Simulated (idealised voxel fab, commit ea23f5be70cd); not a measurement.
process module | voxel gate over fins
cross-section cut | 210 nm wide | cells 5 nm
A cross-section is a grid of square cells, given in bands from the top down. A band is one or more rows of cells.
Each band's line starts with the height of the band's top and of its bottom, in nm. Then come its materials from left to right, each with its width in nm. One material with "throughout" fills the band from edge to edge. "air" is empty space.
Height 0 is the level under which the wafer as received is all one material. The lowest band goes on downwards, as in "0 down".
A width such as "30 to 40" changes by the same amount from each row of cells to the next, from the band's top row to its bottom row.
"no change" after a step means that no cell of the cross-section changed.
closed voids: empty space of 8 cells or more with no open way to the top, each as width x height at its distance from the left edge, in nm
after a step's settings: what the simulator itself notes on the step
overlay nm, on a step with a mask: how far to the right of its planned place the mask lay; to the left if negative
plan
1 op RECEIVE | material Si
2 op CONFORMAL_DEP | material SiN | thk nm 5
3 op DIRECTIONAL_DEP | material aC | thk nm 10
4 op PATTERN | tone cover | mask id FINS | material resist | width nm 15 | pitch nm 35 | thk nm 30 | overlay nm 0
5 op DIRECTIONAL_ETCH | etch materials aC | depth nm 10
6 op STRIP | etch materials resist
7 op DIRECTIONAL_ETCH | etch materials SiN | depth nm 5
8 op DIRECTIONAL_ETCH | etch materials Si | depth nm 35
9 op STRIP | etch materials aC
10 op OXIDIZE | depth nm 5
11 op FILL_DEP | material SiO2 | thk nm 15
12 op CMP | height nm 5
13 op SELECTIVE_ETCH | etch materials SiO2 | depth nm 20
14 op STRIP | etch materials SiN
15 op CONFORMAL_DEP | material HfO2 | thk nm 5
16 op CONFORMAL_DEP | material TiN | thk nm 5
17 op CONFORMAL_DEP | material TiAl | thk nm 5
18 op CONFORMAL_DEP | material TiN | thk nm 5
19 op FILL_DEP | material W | thk nm 15
20 op CMP | height nm 30
21 op CONFORMAL_DEP | material SiN | thk nm 5
as received, after step 1
  0 down: Si throughout
  closed voids: none
first wafer at the end, as planned
  35 to 30: SiN throughout
  30 to 20: W throughout
  20 to 15: W 30 | TiN 150 | W 30
  15 to 10: W 30 | TiN 5 | TiAl 140 | TiN 5 | W 30
  10 to 5: W 30 | TiN 5 | TiAl 5 | TiN 25 | TiAl 10 | TiN 25 | TiAl 10 | TiN 25 | TiAl 10 | TiN 25 | TiAl 5 | TiN 5 | W 30
  5 to 0: TiN 35 | TiAl 5 | TiN 5 | HfO2 15 | TiN 5 | TiAl 10 | TiN 5 | HfO2 15 | TiN 5 | TiAl 10 | TiN 5 | HfO2 15 | TiN 5 | TiAl 10 | TiN 5 | HfO2 15 | TiN 5 | TiAl 5 | TiN 35
  0 to -5: TiAl 40 | TiN 5 | HfO2 5 | Si 5 | HfO2 5 | TiN 5 | TiAl 10 | TiN 5 | HfO2 5 | Si 5 | HfO2 5 | TiN 5 | TiAl 10 | TiN 5 | HfO2 5 | Si 5 | HfO2 5 | TiN 5 | TiAl 10 | TiN 5 | HfO2 5 | Si 5 | HfO2 5 | TiN 5 | TiAl 40
  -5 to -10: TiN 45 | HfO2 5 | Si 5 | HfO2 5 | TiN 20 | HfO2 5 | Si 5 | HfO2 5 | TiN 20 | HfO2 5 | Si 5 | HfO2 5 | TiN 20 | HfO2 5 | Si 5 | HfO2 5 | TiN 45
  -10 to -15: HfO2 50 | Si 5 | HfO2 30 | Si 5 | HfO2 30 | Si 5 | HfO2 30 | Si 5 | HfO2 50
  -15 to -40: SiO2 50 | Si 5 | SiO2 30 | Si 5 | SiO2 30 | Si 5 | SiO2 30 | Si 5 | SiO2 50
  -40 down: Si throughout
  closed voids: none
second wafer at the end: like start, like plan, one mistake
  35 to 30: SiN throughout
  30 to 20: W throughout
  20 to 15: TiN throughout
  15 to 10: TiAl throughout
  10 to 5: TiN 50 | TiAl 5 | TiN 30 | TiAl 5 | TiN 30 | TiAl 5 | TiN 30 | TiAl 5 | TiN 50
  5 to 0: HfO2 45 | TiN 5 | TiAl 5 | TiN 5 | HfO2 20 | TiN 5 | TiAl 5 | TiN 5 | HfO2 20 | TiN 5 | TiAl 5 | TiN 5 | HfO2 20 | TiN 5 | TiAl 5 | TiN 5 | HfO2 45
  0 to -5: Si 40 | HfO2 5 | TiN 5 | TiAl 5 | TiN 5 | HfO2 5 | Si 10 | HfO2 5 | TiN 5 | TiAl 5 | TiN 5 | HfO2 5 | Si 10 | HfO2 5 | TiN 5 | TiAl 5 | TiN 5 | HfO2 5 | Si 10 | HfO2 5 | TiN 5 | TiAl 5 | TiN 5 | HfO2 5 | Si 40
  -5 to -10: Si 40 | HfO2 5 | TiN 15 | HfO2 5 | Si 10 | HfO2 5 | TiN 15 | HfO2 5 | Si 10 | HfO2 5 | TiN 15 | HfO2 5 | Si 10 | HfO2 5 | TiN 15 | HfO2 5 | Si 40
  -10 to -15: Si 40 | HfO2 25 | Si 10 | HfO2 25 | Si 10 | HfO2 25 | Si 10 | HfO2 25 | Si 40
  -15 to -40: Si 40 | SiO2 25 | Si 10 | SiO2 25 | Si 10 | SiO2 25 | Si 10 | SiO2 25 | Si 40
  -40 down: Si throughout
  closed voids: none
what went wrong: step 4 ran as: op PATTERN | tone open | mask id FINS | material resist | width nm 15 | pitch nm 35 | thk nm 30 | overlay nm 0
at the end the second wafer has, in cells: 144 more of Si | 90 fewer of SiO2 | 12 fewer of TiAl | 6 fewer of TiN | 36 fewer of W
